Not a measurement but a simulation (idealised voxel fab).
Documented hereafter: the process module known as voxel quadruple lines.
Section cut is 290 nm wide and gridded with 5 nm square cells.
In what follows, cross-sections appear as grids of square cells, described through bands that run from the top down, where every band is one or more rows of cells. Each band's line starts with the height of the band's top and of its bottom, in nm. Then come its materials from left to right, each with its width in nm. One material with "everywhere" fills the band from edge to edge. "blank" is empty space. Zero point of the height axis is 0; under it, received wafer = one material. Lowest band: continues down indefinitely, "top 0, no bottom". Width: "30..40" (first number = top row, second number = bottom row, same change from row to row of cells). You'll sometimes find "changes: none" written for a step, and that's the way of saying that nowhere in the cross-section did a cell change during that step. Empty spaces without an open route to the top, at least 8 cells in extent, make up the entry "Closed void entries"; each is given as width x height at distance, where the distance is measured from the left edge, and all are in nm. What comes after the settings on a step's line is commentary from the simulator itself on that step. "overlay nm" answers the question of how far to the right of plan the mask lay on a step that has a mask, and when it is negative the answer is to the left.

The following list gives the planned process steps:
- 1: RECEIVE [material Si]
- 2: CONFORMAL_DEP [material SiO2] [thk nm 10]
- 3: DIRECTIONAL_DEP [material TiN] [thk nm 15]
- 4: DIRECTIONAL_DEP [material polySi] [thk nm 20]
- 5: DIRECTIONAL_DEP [material aC] [thk nm 20]
- 6: PATTERN [tone cover] [mask id MANDREL] [material resist] [width nm 35] [thk nm 25] [overlay nm 0]
- 7: DIRECTIONAL_ETCH [etch materials aC] [depth nm 20]
- 8: STRIP [etch materials resist]
- 9: CONFORMAL_DEP [material SiO2] [thk nm 15]
- 10: DIRECTIONAL_ETCH [etch materials SiO2] [depth nm 15]
- 11: STRIP [etch materials aC]
- 12: DIRECTIONAL_ETCH [etch materials polySi] [depth nm 20]
- 13: STRIP [etch materials SiO2]
- 14: CONFORMAL_DEP [material SiN] [thk nm 10]
- 15: DIRECTIONAL_ETCH [etch materials SiN] [depth nm 10]
- 16: STRIP [etch materials polySi]
- 17: DIRECTIONAL_ETCH [etch materials TiN] [depth nm 15]
- 18: STRIP [etch materials SiN]
- 19: FILL_DEP [material lowk] [thk nm 10]
- 20: CMP [height nm 25]

Concerning the first of two wafers, which was run in accordance with the plan:

Wafer cross-section on receipt, i.e. after step 1:
  top 0, no bottom | Si everywhere
  Closed void entries: none

After step 2: wafer cross-section:
  top 10, bottom 0 | SiO2 everywhere
  No changes below 0.

After step 3: wafer cross-section:
  top 25, bottom 10 | TiN everywhere
  No changes below 10.

After step 4: wafer cross-section:
  top 45, bottom 25 | polySi everywhere
  No changes below 25.

After step 5: wafer cross-section:
  top 65, bottom 45 | aC everywhere
  No changes below 45.

After step 6: wafer cross-section:
  top 90, bottom 65 | blank 125  resist 35  blank 130
  No changes below 65.

After step 7: wafer cross-section:
  top 70, bottom 65 | blank 125  resist 35  blank 130
  top 65, bottom 45 | blank 125  aC 35  blank 130
  No changes below 45.

After step 8: wafer cross-section:
  top 65, bottom 45 | blank 125  aC 35  blank 130
  No changes below 45.

After step 9: wafer cross-section:
  top 80, bottom 65 | blank 110  SiO2 65  blank 115
  top 65, bottom 60 | blank 110  SiO2 15  aC 35  SiO2 15  blank 115
  top 60, bottom 45 | SiO2 125  aC 35  SiO2 130
  No changes below 45.

After step 10: wafer cross-section:
  top 65, bottom 45 | blank 110  SiO2 15  aC 35  SiO2 15  blank 115
  No changes below 45.

After step 11: wafer cross-section:
  top 65, bottom 45 | blank 110  SiO2 15  blank 35  SiO2 15  blank 115
  No changes below 45.

After step 12: wafer cross-section:
  top 65, bottom 45 | blank 110  SiO2 15  blank 35  SiO2 15  blank 115
  top 45, bottom 25 | blank 110  polySi 15  blank 35  polySi 15  blank 115
  No changes below 25.

After step 13: wafer cross-section:
  top 45, bottom 25 | blank 110  polySi 15  blank 35  polySi 15  blank 115
  No changes below 25.

After step 14: wafer cross-section:
  top 55, bottom 45 | blank 100  SiN 35  blank 15  SiN 35  blank 105
  top 45, bottom 35 | blank 100  SiN 10  polySi 15  SiN 10  blank 15  SiN 10  polySi 15  SiN 10  blank 105
  top 35, bottom 25 | SiN 110  polySi 15  SiN 35  polySi 15  SiN 115
  No changes below 25.

After step 15: wafer cross-section:
  top 45, bottom 25 | blank 100  SiN 10  polySi 15  SiN 10  blank 15  SiN 10  polySi 15  SiN 10  blank 105
  No changes below 25.

After step 16: wafer cross-section:
  top 45, bottom 25 | blank 100  SiN 10  blank 15  SiN 10  blank 15  SiN 10  blank 15  SiN 10  blank 105
  No changes below 25.

After step 17: wafer cross-section:
  top 45, bottom 25 | blank 100  SiN 10  blank 15  SiN 10  blank 15  SiN 10  blank 15  SiN 10  blank 105
  top 25, bottom 10 | blank 100  TiN 10  blank 15  TiN 10  blank 15  TiN 10  blank 15  TiN 10  blank 105
  No changes below 10.

After step 18: wafer cross-section:
  top 25, bottom 10 | blank 100  TiN 10  blank 15  TiN 10  blank 15  TiN 10  blank 15  TiN 10  blank 105
  No changes below 10.

After step 19: wafer cross-section:
  top 35, bottom 25 | lowk everywhere
  top 25, bottom 10 | lowk 100  TiN 10  lowk 15  TiN 10  lowk 15  TiN 10  lowk 15  TiN 10  lowk 105
  No changes below 10.

After step 20: wafer cross-section:
  top 25, bottom 10 | lowk 100  TiN 10  lowk 15  TiN 10  lowk 15  TiN 10  lowk 15  TiN 10  lowk 105
  No changes below 10.

Wafer two: like wafer one in start and plan, but with one mistake in execution; identical up to and including step 1:

Second wafer: cross-section at the scheduled end of step 2: changes: none

Second wafer: cross-section at the scheduled end of step 3:
  top 15, bottom 0 | TiN everywhere
  No changes below 0.

Second wafer: cross-section at the scheduled end of step 4:
  top 35, bottom 15 | polySi everywhere
  No changes below 15.

Second wafer: cross-section at the scheduled end of step 5:
  top 55, bottom 35 | aC everywhere
  No changes below 35.

Second wafer: cross-section at the scheduled end of step 6:
  top 80, bottom 55 | blank 125  resist 35  blank 130
  No changes below 55.

Second wafer: cross-section at the scheduled end of step 7:
  top 60, bottom 55 | blank 125  resist 35  blank 130
  top 55, bottom 35 | blank 125  aC 35  blank 130
  No changes below 35.

Second wafer: cross-section at the scheduled end of step 8:
  top 55, bottom 35 | blank 125  aC 35  blank 130
  No changes below 35.

Second wafer: cross-section at the scheduled end of step 9:
  top 70, bottom 55 | blank 110  SiO2 65  blank 115
  top 55, bottom 50 | blank 110  SiO2 15  aC 35  SiO2 15  blank 115
  top 50, bottom 35 | SiO2 125  aC 35  SiO2 130
  No changes below 35.

Second wafer: cross-section at the scheduled end of step 10:
  top 55, bottom 35 | blank 110  SiO2 15  aC 35  SiO2 15  blank 115
  No changes below 35.

Second wafer: cross-section at the scheduled end of step 11:
  top 55, bottom 35 | blank 110  SiO2 15  blank 35  SiO2 15  blank 115
  No changes below 35.

Second wafer: cross-section at the scheduled end of step 12:
  top 55, bottom 35 | blank 110  SiO2 15  blank 35  SiO2 15  blank 115
  top 35, bottom 15 | blank 110  polySi 15  blank 35  polySi 15  blank 115
  No changes below 15.

Second wafer: cross-section at the scheduled end of step 13:
  top 35, bottom 15 | blank 110  polySi 15  blank 35  polySi 15  blank 115
  No changes below 15.

Second wafer: cross-section at the scheduled end of step 14:
  top 45, bottom 35 | blank 100  SiN 35  blank 15  SiN 35  blank 105
  top 35, bottom 25 | blank 100  SiN 10  polySi 15  SiN 10  blank 15  SiN 10  polySi 15  SiN 10  blank 105
  top 25, bottom 15 | SiN 110  polySi 15  SiN 35  polySi 15  SiN 115
  No changes below 15.

Second wafer: cross-section at the scheduled end of step 15:
  top 35, bottom 15 | blank 100  SiN 10  polySi 15  SiN 10  blank 15  SiN 10  polySi 15  SiN 10  blank 105
  No changes below 15.

Second wafer: cross-section at the scheduled end of step 16:
  top 35, bottom 15 | blank 100  SiN 10  blank 15  SiN 10  blank 15  SiN 10  blank 15  SiN 10  blank 105
  No changes below 15.

Second wafer: cross-section at the scheduled end of step 17:
  top 35, bottom 15 | blank 100  SiN 10  blank 15  SiN 10  blank 15  SiN 10  blank 15  SiN 10  blank 105
  top 15, bottom 0 | blank 100  TiN 10  blank 15  TiN 10  blank 15  TiN 10  blank 15  TiN 10  blank 105
  No changes below 0.

Second wafer: cross-section at the scheduled end of step 18:
  top 15, bottom 0 | blank 100  TiN 10  blank 15  TiN 10  blank 15  TiN 10  blank 15  TiN 10  blank 105
  No changes below 0.

Second wafer: cross-section at the scheduled end of step 19:
  top 25, bottom 15 | lowk everywhere
  top 15, bottom 0 | lowk 100  TiN 10  lowk 15  TiN 10  lowk 15  TiN 10  lowk 15  TiN 10  lowk 105
  No changes below 0.

Second wafer: cross-section at the scheduled end of step 20: changes: none
What broke from the plan during processing? step 2 in the plan did not get run; it was skipped
In the final state, the cell counts of the second wafer exceed or fall short of those of the first for the following materials: -116 SiO2 | +116 lowk
